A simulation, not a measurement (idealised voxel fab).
The name of this process module is voxel transistor to metal.
The width of the displayed cross-section, cut, is 160 nm; its cells are square, with a size of 5 nm.
Think of the cross-section as a grid of square cells. We describe it in bands, top to bottom, and each band covers one or more rows of those cells.
In this notation a band is specified by the heights of its top and bottom, in that order and in nm, after which its materials appear from left to right, each paired with its width in nm. The word "throughout" attached to a single material means that material fills the band from edge to edge; the word "air" stands for empty space.
Heights are measured from 0, the level below which the as-received wafer is all one material; the lowest band has no bottom and continues downward, written as in "0 and below".
Width: "30->40" (first number = top row, second number = bottom row, same change from row to row of cells).
For the purposes of this document, the phrase "remained the same" attached to a step denotes that no cell within the cross-section was modified by that step.
This entry, "Sealed void listing", enumerates those empty regions of no fewer than 8 cells that possess no open connection to the top. Each region is reported in the form width x height at distance, the distance being taken from the left edge, with all three quantities expressed in nm.
Note: text after step settings on the step line = simulator remark on that step.
When a step includes a mask, the "overlay nm" setting on its line states how far to the right of its planned place that mask lay, and negative values state how far to the left.
Planned step list for the process:
1: RECEIVE: material Si
2: OXIDIZE: depth nm 5
3: CONFORMAL_DEP: material SiN, thk nm 10
4: PATTERN: tone cover, mask id ACTIVE, material resist, width nm 100, thk nm 20, overlay nm 0
5: DIRECTIONAL_ETCH: etch materials SiN, depth nm 10
6: DIRECTIONAL_ETCH: etch materials SiO2, depth nm 5
7: DIRECTIONAL_ETCH: etch materials Si, depth nm 30
8: STRIP: etch materials resist
9: OXIDIZE: depth nm 5
10: FILL_DEP: material SiO2, thk nm 5
11: CMP: height nm 10
12: SELECTIVE_ETCH: etch materials SiO2, depth nm 5
13: STRIP: etch materials SiN
14: SELECTIVE_ETCH: etch materials SiO2, depth nm 5
15: OXIDIZE: depth nm 5
16: DIRECTIONAL_DEP: material polySi, thk nm 25
17: DIRECTIONAL_DEP: material SiCN, thk nm 15
18: MASKED_ETCH: tone cover, mask id GATE, width nm 20, etch materials SiCN, depth nm 25, overlay nm 0
19: MASKED_ETCH: tone cover, mask id GATE, width nm 20, etch materials polySi, depth nm 35, overlay nm 0
20: CONFORMAL_DEP: material SiN, thk nm 5
21: DIRECTIONAL_ETCH: etch materials SiN, depth nm 5
22: DIRECTIONAL_ETCH: etch materials SiO2, depth nm 5
23: EPI: material nSi, thk nm 5
24: FILL_DEP: material SiO2, thk nm 5
25: CMP: height nm 35
26: DIRECTIONAL_DEP: material SiO2, thk nm 15
27: PATTERN: tone open, mask id CONTACT, material resist, width nm 20, pitch nm 70, thk nm 20, overlay nm 0
28: DIRECTIONAL_ETCH: etch materials SiO2, depth nm 55
29: STRIP: etch materials resist
30: CONFORMAL_DEP: material TiN, thk nm 5
31: FILL_DEP: material W, thk nm 10
32: CMP: height nm 50
33: CONFORMAL_DEP: material SiN, thk nm 5
34: DIRECTIONAL_DEP: material lowk, thk nm 20
35: PATTERN: tone open, mask id METAL_1, material resist, width nm 20, pitch nm 70, thk nm 15, overlay nm 0
36: DIRECTIONAL_ETCH: etch materials lowk, depth nm 20
37: DIRECTIONAL_ETCH: etch materials SiN, depth nm 5
38: STRIP: etch materials resist
39: CONFORMAL_DEP: material TiN, thk nm 5
40: FILL_DEP: material Ru, thk nm 10
41: CMP: height nm 75
42: CONFORMAL_DEP: material SiCN, thk nm 5
43: DIRECTIONAL_DEP: material lowk, thk nm 25
44: DIRECTIONAL_DEP: material aC, thk nm 15
45: PATTERN: tone open, mask id METAL_2_HOLES, material resist, width nm 15, pitch nm 70, thk nm 35, overlay nm 0
46: DIRECTIONAL_ETCH: etch materials aC, depth nm 15
47: STRIP: etch materials resist
48: DIRECTIONAL_ETCH: etch materials lowk, depth nm 25
49: STRIP: etch materials aC
50: PATTERN: tone open, mask id METAL_2, material resist, width nm 20, pitch nm 70, thk nm 15, overlay nm 0
51: DIRECTIONAL_ETCH: etch materials lowk, depth nm 15
52: DIRECTIONAL_ETCH: etch materials SiCN, depth nm 5
53: STRIP: etch materials resist
54: CONFORMAL_DEP: material TiN, thk nm 5
55: FILL_DEP: material Cu, thk nm 10
56: CMP: height nm 105
57: CONFORMAL_DEP: material SiCN, thk nm 5
The first of two wafers, run as planned:
Cross-section, incoming material, after step 1:
    0 and below | Si throughout
    Sealed void listing: none
After step 2, in cross-section:
    0 down to -5 | SiO2 throughout
    All layers under -5 are left as they were.
After step 3, in cross-section:
    10 down to 0 | SiN throughout
    All layers under 0 are left as they were.
After step 4, in cross-section:
    30 down to 10 | 30 air, then 100 resist, then 30 air
    All layers under 10 are left as they were.
After step 5, in cross-section:
    30 down to 10 | 30 air, then 100 resist, then 30 air
    10 down to 0 | 30 air, then 100 SiN, then 30 air
    All layers under 0 are left as they were.
After step 6, in cross-section:
    30 down to 10 | 30 air, then 100 resist, then 30 air
    10 down to 0 | 30 air, then 100 SiN, then 30 air
    0 down to -5 | 30 air, then 100 SiO2, then 30 air
    All layers under -5 are left as they were.
After step 7, in cross-section:
    30 down to 10 | 30 air, then 100 resist, then 30 air
    10 down to 0 | 30 air, then 100 SiN, then 30 air
    0 down to -5 | 30 air, then 100 SiO2, then 30 air
    -5 down to -35 | 30 air, then 100 Si, then 30 air
    All layers under -35 are left as they were.
After step 8, in cross-section:
    10 down to 0 | 30 air, then 100 SiN, then 30 air
    All layers under 0 are left as they were.
After step 9, in cross-section:
    10 down to 0 | 30 air, then 100 SiN, then 30 air
    0 down to -5 | 30 air, then 100 SiO2, then 30 air
    -5 down to -35 | 30 air, then 5 SiO2, then 90 Si, then 5 SiO2, then 30 air
    -35 down to -40 | 35 SiO2, then 90 Si, then 35 SiO2
    All layers under -40 are left as they were.
After step 10, in cross-section:
    15 down to 10 | SiO2 throughout
    10 down to 0 | 30 SiO2, then 100 SiN, then 30 SiO2
    0 down to -5 | SiO2 throughout
    -5 down to -40 | 35 SiO2, then 90 Si, then 35 SiO2
    All layers under -40 are left as they were.
After step 11, in cross-section:
    10 down to 0 | 30 SiO2, then 100 SiN, then 30 SiO2
    All layers under 0 are left as they were.
After step 12, in cross-section:
    10 down to 5 | 30 air, then 100 SiN, then 30 air
    All layers under 5 are left as they were.
After step 13, in cross-section:
    5 down to 0 | 30 SiO2, then 100 air, then 30 SiO2
    All layers under 0 are left as they were.
After step 14, in cross-section:
    0 down to -5 | 25 SiO2, then 110 air, then 25 SiO2
    All layers under -5 are left as they were.
After step 15, in cross-section:
    0 down to -5 | 25 SiO2, then 110 air, then 25 SiO2
    -5 down to -10 | SiO2 throughout
    All layers under -10 are left as they were.
After step 16, in cross-section:
    25 down to 20 | 25 polySi, then 110 air, then 25 polySi
    20 down to 0 | polySi throughout
    0 down to -5 | 25 SiO2, then 110 polySi, then 25 SiO2
    All layers under -5 are left as they were.
After step 17, in cross-section:
    40 down to 35 | 25 SiCN, then 110 air, then 25 SiCN
    35 down to 25 | SiCN throughout
    25 down to 20 | 25 polySi, then 110 SiCN, then 25 polySi
    All layers under 20 are left as they were.
After step 18, in cross-section:
    35 down to 25 | 70 air, then 20 SiCN, then 70 air
    25 down to 20 | 25 polySi, then 45 air, then 20 SiCN, then 45 air, then 25 polySi
    All layers under 20 are left as they were.
After step 19, in cross-section:
    35 down to 20 | 70 air, then 20 SiCN, then 70 air
    20 down to 0 | 70 air, then 20 polySi, then 70 air
    0 down to -5 | 25 SiO2, then 45 air, then 20 polySi, then 45 air, then 25 SiO2
    All layers under -5 are left as they were.
After step 20, in cross-section:
    40 down to 35 | 65 air, then 30 SiN, then 65 air
    35 down to 20 | 65 air, then 5 SiN, then 20 SiCN, then 5 SiN, then 65 air
    20 down to 5 | 65 air, then 5 SiN, then 20 polySi, then 5 SiN, then 65 air
    5 down to 0 | 30 SiN, then 35 air, then 5 SiN, then 20 polySi, then 5 SiN, then 35 air, then 30 SiN
    0 down to -5 | 25 SiO2, then 45 SiN, then 20 polySi, then 45 SiN, then 25 SiO2
    All layers under -5 are left as they were.
After step 21, in cross-section:
    35 down to 20 | 65 air, then 5 SiN, then 20 SiCN, then 5 SiN, then 65 air
    20 down to 0 | 65 air, then 5 SiN, then 20 polySi, then 5 SiN, then 65 air
    0 down to -5 | 25 SiO2, then 5 SiN, then 35 air, then 5 SiN, then 20 polySi, then 5 SiN, then 35 air, then 5 SiN, then 25 SiO2
    All layers under -5 are left as they were.
After step 22, in cross-section:
    35 down to 20 | 65 air, then 5 SiN, then 20 SiCN, then 5 SiN, then 65 air
    20 down to 0 | 65 air, then 5 SiN, then 20 polySi, then 5 SiN, then 65 air
    0 down to -5 | 25 air, then 5 SiN, then 35 air, then 5 SiN, then 20 polySi, then 5 SiN, then 35 air, then 5 SiN, then 25 air
    -5 down to -10 | 30 SiO2, then 35 air, then 30 SiO2, then 35 air, then 30 SiO2
    All layers under -10 are left as they were.
After step 23, in cross-section:
    35 down to 20 | 65 air, then 5 SiN, then 20 SiCN, then 5 SiN, then 65 air
    20 down to 0 | 65 air, then 5 SiN, then 20 polySi, then 5 SiN, then 65 air
    0 down to -5 | 25 air, then 5 SiN, then 35 air, then 5 SiN, then 20 polySi, then 5 SiN, then 35 air, then 5 SiN, then 25 air
    -5 down to -10 | 30 SiO2, then 35 nSi, then 30 SiO2, then 35 nSi, then 30 SiO2
    All layers under -10 are left as they were.
After step 24, in cross-section:
    40 down to 35 | SiO2 throughout
    35 down to 20 | 65 SiO2, then 5 SiN, then 20 SiCN, then 5 SiN, then 65 SiO2
    20 down to 0 | 65 SiO2, then 5 SiN, then 20 polySi, then 5 SiN, then 65 SiO2
    0 down to -5 | 25 SiO2, then 5 SiN, then 35 SiO2, then 5 SiN, then 20 polySi, then 5 SiN, then 35 SiO2, then 5 SiN, then 25 SiO2
    All layers under -5 are left as they were.
After step 25, in cross-section:
    35 down to 20 | 65 SiO2, then 5 SiN, then 20 SiCN, then 5 SiN, then 65 SiO2
    All layers under 20 are left as they were.
After step 26, in cross-section:
    50 down to 35 | SiO2 throughout
    All layers under 35 are left as they were.
After step 27, in cross-section:
    70 down to 50 | 35 resist, then 20 air, then 50 resist, then 20 air, then 35 resist
    All layers under 50 are left as they were.
After step 28, in cross-section:
    70 down to 50 | 35 resist, then 20 air, then 50 resist, then 20 air, then 35 resist
    50 down to 35 | 35 SiO2, then 20 air, then 50 SiO2, then 20 air, then 35 SiO2
    35 down to 20 | 35 SiO2, then 20 air, then 10 SiO2, then 5 SiN, then 20 SiCN, then 5 SiN, then 10 SiO2, then 20 air, then 35 SiO2
    20 down to 0 | 35 SiO2, then 20 air, then 10 SiO2, then 5 SiN, then 20 polySi, then 5 SiN, then 10 SiO2, then 20 air, then 35 SiO2
    0 down to -5 | 25 SiO2, then 5 SiN, then 5 SiO2, then 20 air, then 10 SiO2, then 5 SiN, then 20 polySi, then 5 SiN, then 10 SiO2, then 20 air, then 5 SiO2, then 5 SiN, then 25 SiO2
    All layers under -5 are left as they were.
After step 29, in cross-section:
    50 down to 35 | 35 SiO2, then 20 air, then 50 SiO2, then 20 air, then 35 SiO2
    All layers under 35 are left as they were.
After step 30, in cross-section:
    55 down to 50 | 40 TiN, then 10 air, then 60 TiN, then 10 air, then 40 TiN
    50 down to 35 | 35 SiO2, then 5 TiN, then 10 air, then 5 TiN, then 50 SiO2, then 5 TiN, then 10 air, then 5 TiN, then 35 SiO2
    35 down to 20 | 35 SiO2, then 5 TiN, then 10 air, then 5 TiN, then 10 SiO2, then 5 SiN, then 20 SiCN, then 5 SiN, then 10 SiO2, then 5 TiN, then 10 air, then 5 TiN, then 35 SiO2
    20 down to 0 | 35 SiO2, then 5 TiN, then 10 air, then 5 TiN, then 10 SiO2, then 5 SiN, then 20 polySi, then 5 SiN, then 10 SiO2, then 5 TiN, then 10 air, then 5 TiN, then 35 SiO2
    0 down to -5 | 25 SiO2, then 5 SiN, then 5 SiO2, then 20 TiN, then 10 SiO2, then 5 SiN, then 20 polySi, then 5 SiN, then 10 SiO2, then 20 TiN, then 5 SiO2, then 5 SiN, then 25 SiO2
    All layers under -5 are left as they were.
After step 31, in cross-section:
    65 down to 55 | W throughout
    55 down to 50 | 40 TiN, then 10 W, then 60 TiN, then 10 W, then 40 TiN
    50 down to 35 | 35 SiO2, then 5 TiN, then 10 W, then 5 TiN, then 50 SiO2, then 5 TiN, then 10 W, then 5 TiN, then 35 SiO2
    35 down to 20 | 35 SiO2, then 5 TiN, then 10 W, then 5 TiN, then 10 SiO2, then 5 SiN, then 20 SiCN, then 5 SiN, then 10 SiO2, then 5 TiN, then 10 W, then 5 TiN, then 35 SiO2
    20 down to 0 | 35 SiO2, then 5 TiN, then 10 W, then 5 TiN, then 10 SiO2, then 5 SiN, then 20 polySi, then 5 SiN, then 10 SiO2, then 5 TiN, then 10 W, then 5 TiN, then 35 SiO2
    All layers under 0 are left as they were.
After step 32, in cross-section:
    50 down to 35 | 35 SiO2, then 5 TiN, then 10 W, then 5 TiN, then 50 SiO2, then 5 TiN, then 10 W, then 5 TiN, then 35 SiO2
    All layers under 35 are left as they were.
After step 33, in cross-section:
    55 down to 50 | SiN throughout
    All layers under 50 are left as they were.
After step 34, in cross-section:
    75 down to 55 | lowk throughout
    All layers under 55 are left as they were.
After step 35, in cross-section:
    90 down to 75 | 35 resist, then 20 air, then 50 resist, then 20 air, then 35 resist
    All layers under 75 are left as they were.
After step 36, in cross-section:
    90 down to 75 | 35 resist, then 20 air, then 50 resist, then 20 air, then 35 resist
    75 down to 55 | 35 lowk, then 20 air, then 50 lowk, then 20 air, then 35 lowk
    All layers under 55 are left as they were.
After step 37, in cross-section:
    90 down to 75 | 35 resist, then 20 air, then 50 resist, then 20 air, then 35 resist
    75 down to 55 | 35 lowk, then 20 air, then 50 lowk, then 20 air, then 35 lowk
    55 down to 50 | 35 SiN, then 20 air, then 50 SiN, then 20 air, then 35 SiN
    All layers under 50 are left as they were.
After step 38, in cross-section:
    75 down to 55 | 35 lowk, then 20 air, then 50 lowk, then 20 air, then 35 lowk
    All layers under 55 are left as they were.
After step 39, in cross-section:
    80 down to 75 | 40 TiN, then 10 air, then 60 TiN, then 10 air, then 40 TiN
    75 down to 55 | 35 lowk, then 5 TiN, then 10 air, then 5 TiN, then 50 lowk, then 5 TiN, then 10 air, then 5 TiN, then 35 lowk
    55 down to 50 | 35 SiN, then 20 TiN, then 50 SiN, then 20 TiN, then 35 SiN
    All layers under 50 are left as they were.
After step 40, in cross-section:
    90 down to 80 | Ru throughout
    80 down to 75 | 40 TiN, then 10 Ru, then 60 TiN, then 10 Ru, then 40 TiN
    75 down to 55 | 35 lowk, then 5 TiN, then 10 Ru, then 5 TiN, then 50 lowk, then 5 TiN, then 10 Ru, then 5 TiN, then 35 lowk
    All layers under 55 are left as they were.
After step 41, in cross-section:
    75 down to 55 | 35 lowk, then 5 TiN, then 10 Ru, then 5 TiN, then 50 lowk, then 5 TiN, then 10 Ru, then 5 TiN, then 35 lowk
    All layers under 55 are left as they were.
After step 42, in cross-section:
    80 down to 75 | SiCN throughout
    All layers under 75 are left as they were.
After step 43, in cross-section:
    105 down to 80 | lowk throughout
    All layers under 80 are left as they were.
After step 44, in cross-section:
    120 down to 105 | aC throughout
    All layers under 105 are left as they were.
After step 45, in cross-section:
    155 down to 120 | 35 resist, then 15 air, then 55 resist, then 15 air, then 40 resist
    All layers under 120 are left as they were.
After step 46, in cross-section:
    140 down to 120 | 35 resist, then 15 air, then 55 resist, then 15 air, then 40 resist
    120 down to 105 | 35 aC, then 15 air, then 55 aC, then 15 air, then 40 aC
    All layers under 105 are left as they were.
After step 47, in cross-section:
    120 down to 105 | 35 aC, then 15 air, then 55 aC, then 15 air, then 40 aC
    All layers under 105 are left as they were.
After step 48, in cross-section:
    120 down to 105 | 35 aC, then 15 air, then 55 aC, then 15 air, then 40 aC
    105 down to 80 | 35 lowk, then 15 air, then 55 lowk, then 15 air, then 40 lowk
    All layers under 80 are left as they were.
After step 49, in cross-section:
    105 down to 80 | 35 lowk, then 15 air, then 55 lowk, then 15 air, then 40 lowk
    All layers under 80 are left as they were.
After step 50, in cross-section:
    120 down to 105 | 35 resist, then 20 air, then 50 resist, then 20 air, then 35 resist
    All layers under 105 are left as they were.
After step 51, in cross-section:
    120 down to 105 | 35 resist, then 20 air, then 50 resist, then 20 air, then 35 resist
    105 down to 90 | 35 lowk, then 20 air, then 50 lowk, then 20 air, then 35 lowk
    All layers under 90 are left as they were.
After step 52, in cross-section:
    120 down to 105 | 35 resist, then 20 air, then 50 resist, then 20 air, then 35 resist
    105 down to 90 | 35 lowk, then 20 air, then 50 lowk, then 20 air, then 35 lowk
    90 down to 80 | 35 lowk, then 15 air, then 55 lowk, then 15 air, then 40 lowk
    80 down to 75 | 35 SiCN, then 15 air, then 55 SiCN, then 15 air, then 40 SiCN
    All layers under 75 are left as they were.
After step 53, in cross-section:
    105 down to 90 | 35 lowk, then 20 air, then 50 lowk, then 20 air, then 35 lowk
    All layers under 90 are left as they were.
After step 54, in cross-section:
    110 down to 105 | 40 TiN, then 10 air, then 60 TiN, then 10 air, then 40 TiN
    105 down to 95 | 35 lowk, then 5 TiN, then 10 air, then 5 TiN, then 50 lowk, then 5 TiN, then 10 air, then 5 TiN, then 35 lowk
    95 down to 90 | 35 lowk, then 5 TiN, then 5 air, then 10 TiN, then 50 lowk, then 5 TiN, then 5 air, then 10 TiN, then 35 lowk
    90 down to 80 | 35 lowk, then 5 TiN, then 5 air, then 5 TiN, then 55 lowk, then 5 TiN, then 5 air, then 5 TiN, then 40 lowk
    80 down to 75 | 35 SiCN, then 15 TiN, then 55 SiCN, then 15 TiN, then 40 SiCN
    All layers under 75 are left as they were.
After step 55, in cross-section:
    120 down to 110 | Cu throughout
    110 down to 105 | 40 TiN, then 10 Cu, then 60 TiN, then 10 Cu, then 40 TiN
    105 down to 95 | 35 lowk, then 5 TiN, then 10 Cu, then 5 TiN, then 50 lowk, then 5 TiN, then 10 Cu, then 5 TiN, then 35 lowk
    95 down to 90 | 35 lowk, then 5 TiN, then 5 Cu, then 10 TiN, then 50 lowk, then 5 TiN, then 5 Cu, then 10 TiN, then 35 lowk
    90 down to 80 | 35 lowk, then 5 TiN, then 5 Cu, then 5 TiN, then 55 lowk, then 5 TiN, then 5 Cu, then 5 TiN, then 40 lowk
    All layers under 80 are left as they were.
After step 56, in cross-section:
    105 down to 95 | 35 lowk, then 5 TiN, then 10 Cu, then 5 TiN, then 50 lowk, then 5 TiN, then 10 Cu, then 5 TiN, then 35 lowk
    All layers under 95 are left as they were.
After step 57, in cross-section:
    110 down to 105 | SiCN throughout
    All layers under 105 are left as they were.
The second wafer: identical to the first at the outset and in its planned sequence, differing only in that one mistake was made during processing; up to and including step 33, its path is the first wafer's path:
Cross-section: second wafer, time at which step 34 was scheduled to end:
    75 down to 50 | SiN throughout
    All layers under 50 are left as they were.
Cross-section: second wafer, time at which step 35 was scheduled to end:
    90 down to 75 | 35 resist, then 20 air, then 50 resist, then 20 air, then 35 resist
    All layers under 75 are left as they were.
Cross-section: second wafer, time at which step 36 was scheduled to end: remained the same
Cross-section: second wafer, time at which step 37 was scheduled to end:
    90 down to 75 | 35 resist, then 20 air, then 50 resist, then 20 air, then 35 resist
    75 down to 70 | 35 SiN, then 20 air, then 50 SiN, then 20 air, then 35 SiN
    All layers under 70 are left as they were.
Cross-section: second wafer, time at which step 38 was scheduled to end:
    75 down to 70 | 35 SiN, then 20 air, then 50 SiN, then 20 air, then 35 SiN
    All layers under 70 are left as they were.
Cross-section: second wafer, time at which step 39 was scheduled to end:
    80 down to 75 | 40 TiN, then 10 air, then 60 TiN, then 10 air, then 40 TiN
    75 down to 70 | 35 SiN, then 20 TiN, then 50 SiN, then 20 TiN, then 35 SiN
    All layers under 70 are left as they were.
Cross-section: second wafer, time at which step 40 was scheduled to end:
    90 down to 80 | Ru throughout
    80 down to 75 | 40 TiN, then 10 Ru, then 60 TiN, then 10 Ru, then 40 TiN
    All layers under 75 are left as they were.
Cross-section: second wafer, time at which step 41 was scheduled to end:
    75 down to 70 | 35 SiN, then 20 TiN, then 50 SiN, then 20 TiN, then 35 SiN
    All layers under 70 are left as they were.
Cross-section: second wafer, time at which step 42 was scheduled to end:
    80 down to 75 | SiCN throughout
    All layers under 75 are left as they were.
Cross-section: second wafer, time at which step 43 was scheduled to end:
    105 down to 80 | lowk throughout
    All layers under 80 are left as they were.
Cross-section: second wafer, time at which step 44 was scheduled to end:
    120 down to 105 | aC throughout
    All layers under 105 are left as they were.
Cross-section: second wafer, time at which step 45 was scheduled to end:
    155 down to 120 | 35 resist, then 15 air, then 55 resist, then 15 air, then 40 resist
    All layers under 120 are left as they were.
Cross-section: second wafer, time at which step 46 was scheduled to end:
    140 down to 120 | 35 resist, then 15 air, then 55 resist, then 15 air, then 40 resist
    120 down to 105 | 35 aC, then 15 air, then 55 aC, then 15 air, then 40 aC
    All layers under 105 are left as they were.
Cross-section: second wafer, time at which step 47 was scheduled to end:
    120 down to 105 | 35 aC, then 15 air, then 55 aC, then 15 air, then 40 aC
    All layers under 105 are left as they were.
Cross-section: second wafer, time at which step 48 was scheduled to end:
    120 down to 105 | 35 aC, then 15 air, then 55 aC, then 15 air, then 40 aC
    105 down to 80 | 35 lowk, then 15 air, then 55 lowk, then 15 air, then 40 lowk
    All layers under 80 are left as they were.
Cross-section: second wafer, time at which step 49 was scheduled to end:
    105 down to 80 | 35 lowk, then 15 air, then 55 lowk, then 15 air, then 40 lowk
    All layers under 80 are left as they were.
Cross-section: second wafer, time at which step 50 was scheduled to end:
    120 down to 105 | 35 resist, then 20 air, then 50 resist, then 20 air, then 35 resist
    All layers under 105 are left as they were.
Cross-section: second wafer, time at which step 51 was scheduled to end:
    120 down to 105 | 35 resist, then 20 air, then 50 resist, then 20 air, then 35 resist
    105 down to 90 | 35 lowk, then 20 air, then 50 lowk, then 20 air, then 35 lowk
    All layers under 90 are left as they were.
Cross-section: second wafer, time at which step 52 was scheduled to end:
    120 down to 105 | 35 resist, then 20 air, then 50 resist, then 20 air, then 35 resist
    105 down to 90 | 35 lowk, then 20 air, then 50 lowk, then 20 air, then 35 lowk
    90 down to 80 | 35 lowk, then 15 air, then 55 lowk, then 15 air, then 40 lowk
    80 down to 75 | 35 SiCN, then 15 air, then 55 SiCN, then 15 air, then 40 SiCN
    All layers under 75 are left as they were.
Cross-section: second wafer, time at which step 53 was scheduled to end:
    105 down to 90 | 35 lowk, then 20 air, then 50 lowk, then 20 air, then 35 lowk
    All layers under 90 are left as they were.
Cross-section: second wafer, time at which step 54 was scheduled to end:
    110 down to 105 | 40 TiN, then 10 air, then 60 TiN, then 10 air, then 40 TiN
    105 down to 95 | 35 lowk, then 5 TiN, then 10 air, then 5 TiN, then 50 lowk, then 5 TiN, then 10 air, then 5 TiN, then 35 lowk
    95 down to 90 | 35 lowk, then 5 TiN, then 5 air, then 10 TiN, then 50 lowk, then 5 TiN, then 5 air, then 10 TiN, then 35 lowk
    90 down to 80 | 35 lowk, then 5 TiN, then 5 air, then 5 TiN, then 55 lowk, then 5 TiN, then 5 air, then 5 TiN, then 40 lowk
    80 down to 75 | 35 SiCN, then 15 TiN, then 55 SiCN, then 15 TiN, then 40 SiCN
    All layers under 75 are left as they were.
Cross-section: second wafer, time at which step 55 was scheduled to end:
    120 down to 110 | Cu throughout
    110 down to 105 | 40 TiN, then 10 Cu, then 60 TiN, then 10 Cu, then 40 TiN
    105 down to 95 | 35 lowk, then 5 TiN, then 10 Cu, then 5 TiN, then 50 lowk, then 5 TiN, then 10 Cu, then 5 TiN, then 35 lowk
    95 down to 90 | 35 lowk, then 5 TiN, then 5 Cu, then 10 TiN, then 50 lowk, then 5 TiN, then 5 Cu, then 10 TiN, then 35 lowk
    90 down to 80 | 35 lowk, then 5 TiN, then 5 Cu, then 5 TiN, then 55 lowk, then 5 TiN, then 5 Cu, then 5 TiN, then 40 lowk
    All layers under 80 are left as they were.
Cross-section: second wafer, time at which step 56 was scheduled to end:
    105 down to 95 | 35 lowk, then 5 TiN, then 10 Cu, then 5 TiN, then 50 lowk, then 5 TiN, then 10 Cu, then 5 TiN, then 35 lowk
    All layers under 95 are left as they were.
Cross-section: second wafer, time at which step 57 was scheduled to end:
    110 down to 105 | SiCN throughout
    All layers under 105 are left as they were.
Finding, execution versus plan: step 34, actual vs plan mismatch, actual run DIRECTIONAL_DEP: material SiN, thk nm 20
The final cell counts differ between the wafers, with the second having more or fewer of some materials than the first: -16 Ru; +128 SiN; -16 TiN; -96 lowk
